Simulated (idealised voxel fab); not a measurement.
Proc. module: voxel wiring stack
The width of the displayed cross-section, cut, is 200 nm; its cells are square, with a size of 5 nm.
We lay out every cross-section as a grid of square cells and spell it out in bands from the top down, where one band means one or more rows of cells.
It is stipulated that each band's entry specify, in nanometres, the height of the top of the band and then that of its bottom, followed by the materials of the band in left-to-right sequence, each together with its width in nanometres. A single material marked by the word "throughout" is understood to fill the band from edge to edge; the word "blank" is understood to denote empty space.
Heights are measured from 0, the level below which the as-received wafer is all one material; the lowest band has no bottom and continues downward, written as in "0 -> down".
With a width like "30 to 40", each row of cells in the band differs from the next by the same amount, the top row carrying the first number and the bottom row the second.
"no alterations made", as given for a step, is the statement that not any cell of the cross-section underwent a change during that step.
Listed in "Sealed internal voids": every empty space of 8 or more cells without an open way to the top. Form: width x height at distance, the distance being from the left edge, all in nm.
Step line, after settings: the simulator's comment on this step.
On any step carrying a mask, the "overlay nm" setting, if present on the step's line, tells how far right of its planned place the mask lay; negative values point to the left.

List of planned process steps
1,op RECEIVE | material Si
2,op CONFORMAL_DEP | material SiO2 | thk nm 15
3,op DIRECTIONAL_DEP | material TiN | thk nm 5
4,op DIRECTIONAL_DEP | material W | thk nm 25
5,op PATTERN | tone cover | mask id METAL_1 | material resist | width nm 25 | pitch nm 55 | thk nm 20 | overlay nm 0
6,op DIRECTIONAL_ETCH | etch materials W | depth nm 25
7,op DIRECTIONAL_ETCH | etch materials TiN | depth nm 5
8,op STRIP | etch materials resist
9,op CONFORMAL_DEP | material SiCN | thk nm 5
10,op FILL_DEP | material lowk | thk nm 5
11,op CMP | height nm 45
12,op CONFORMAL_DEP | material SiCN | thk nm 5
13,op DIRECTIONAL_DEP | material lowk | thk nm 20
14,op DIRECTIONAL_DEP | material aC | thk nm 15
15,op PATTERN | tone open | mask id PLUG_1 | material resist | width nm 15 | thk nm 30 | overlay nm 0
16,op DIRECTIONAL_ETCH | etch materials aC | depth nm 15
17,op STRIP | etch materials resist
18,op DIRECTIONAL_ETCH | etch materials lowk | depth nm 20
19,op DIRECTIONAL_ETCH | etch materials SiCN | depth nm 5
20,op STRIP | etch materials aC
21,op EPI | material Ru | thk nm 10
22,op EPI | material Ru | thk nm 10
23,op EPI | material Ru | thk nm 5
24,op DIRECTIONAL_DEP | material TiN | thk nm 5
25,op DIRECTIONAL_DEP | material Ru | thk nm 20
26,op DIRECTIONAL_DEP | material aC | thk nm 15
27,op PATTERN | tone cover | mask id METAL_2 | material resist | width nm 25 | pitch nm 55 | thk nm 30 | overlay nm 0
28,op DIRECTIONAL_ETCH | etch materials aC | depth nm 15
29,op STRIP | etch materials resist
30,op DIRECTIONAL_ETCH | etch materials Ru | depth nm 20
31,op DIRECTIONAL_ETCH | etch materials TiN | depth nm 5
32,op STRIP | etch materials aC
33,op CONFORMAL_DEP | material SiN | thk nm 5
34,op FILL_DEP | material SiO2 | thk nm 10
35,op CMP | height nm 95
36,op CONFORMAL_DEP | material SiCN | thk nm 5
37,op DIRECTIONAL_DEP | material lowk | thk nm 10
38,op DIRECTIONAL_DEP | material aC | thk nm 10
39,op PATTERN | tone open | mask id PLUG_2 | material resist | width nm 15 | pitch nm 55 | thk nm 25 | overlay nm 0
40,op DIRECTIONAL_ETCH | etch materials aC | depth nm 10
41,op STRIP | etch materials resist
42,op DIRECTIONAL_ETCH | etch materials lowk | depth nm 10
43,op DIRECTIONAL_ETCH | etch materials SiCN | depth nm 5
44,op STRIP | etch materials aC
45,op CONFORMAL_DEP | material TiN | thk nm 5
46,op FILL_DEP | material Ru | thk nm 10
47,op CMP | height nm 110
48,op CONFORMAL_DEP | material SiN | thk nm 5
49,op DIRECTIONAL_DEP | material SiO2 | thk nm 25
50,op PATTERN | tone open | mask id METAL_3 | material resist | width nm 25 | pitch nm 55 | thk nm 20 | overlay nm 0
51,op DIRECTIONAL_ETCH | etch materials SiO2 | depth nm 25
52,op DIRECTIONAL_ETCH | etch materials SiN | depth nm 5
53,op STRIP | etch materials resist
54,op CONFORMAL_DEP | material TiN | thk nm 5
55,op FILL_DEP | material Cu | thk nm 10
56,op CMP | height nm 140
57,op CONFORMAL_DEP | material SiCN | thk nm 5

The cross-section here shows the wafer as received, i.e. in its state after step 1
    0 -> down: Si throughout
    Sealed internal voids: none

Run as planned - first of the two wafers cross-sectioned at the end of the module
    145 -> 140: SiCN throughout
    140 -> 115: SiO2 (60); TiN (5); Cu (15); TiN (5); SiO2 (30); TiN (5); Cu (15); TiN (5); SiO2 (60)
    115 -> 110: SiN (60); TiN (25); SiN (30); TiN (25); SiN (60)
    110 -> 100: lowk (60); TiN (5); Ru (5); TiN (5); lowk (40); TiN (5); Ru (5); TiN (5); lowk (70)
    100 -> 95: SiCN (60); TiN (15); SiCN (40); TiN (15); SiCN (70)
    95 -> 75: SiO2 (55); SiN (5); Ru (25); SiN (5); SiO2 (20); SiN (5); Ru (25); SiN (5); SiO2 (55)
    75 -> 70: SiN (60); TiN (25); SiN (30); TiN (25); SiN (60)
    70 -> 50: lowk (60); Ru (15); lowk (125)
    50 -> 45: SiCN (60); Ru (15); SiCN (125)
    45 -> 20: lowk (55); SiCN (5); W (25); SiCN (5); lowk (20); SiCN (5); W (25); SiCN (5); lowk (55)
    20 -> 15: SiCN (60); TiN (25); SiCN (30); TiN (25); SiCN (60)
    15 -> 0: SiO2 throughout
    0 -> down: Si throughout
    Sealed internal voids: none

The second wafer, shown in cross-section after the module: started the same way as the first and given the same plan, yet one mistake crept into how it was run
    145 -> 140: SiCN throughout
    140 -> 115: SiO2 (60); TiN (5); Cu (15); TiN (5); SiO2 (30); TiN (5); Cu (15); TiN (5); SiO2 (60)
    115 -> 110: SiN (60); TiN (25); SiN (30); TiN (25); SiN (60)
    110 -> 100: lowk (60); TiN (5); Ru (5); TiN (5); lowk (40); TiN (5); Ru (5); TiN (5); lowk (70)
    100 -> 95: SiCN (60); TiN (15); SiCN (40); TiN (15); SiCN (70)
    95 -> 75: SiO2 (55); SiN (5); Ru (25); SiN (5); SiO2 (20); SiN (5); Ru (25); SiN (5); SiO2 (55)
    75 -> 70: SiN (60); TiN (25); SiN (30); TiN (25); SiN (60)
    70 -> 50: lowk (60); Ru (15); lowk (125)
    50 -> 45: SiCN (60); Ru (15); SiCN (125)
    45 -> 20: lowk (55); SiN (5); W (25); SiN (5); lowk (20); SiN (5); W (25); SiN (5); lowk (55)
    20 -> 15: SiN (60); TiN (25); SiN (30); TiN (25); SiN (60)
    15 -> 0: SiO2 throughout
    0 -> down: Si throughout
    Sealed internal voids: none
Against the plan, the run slipped here: for step 9, the planned setting was not used; the step was instead run as op CONFORMAL_DEP | material SiN | thk nm 5
Once processing is complete, comparing cell counts shows that the second wafer has more or fewer of certain materials than the first: 50 fewer of SiCN; 50 more of SiN
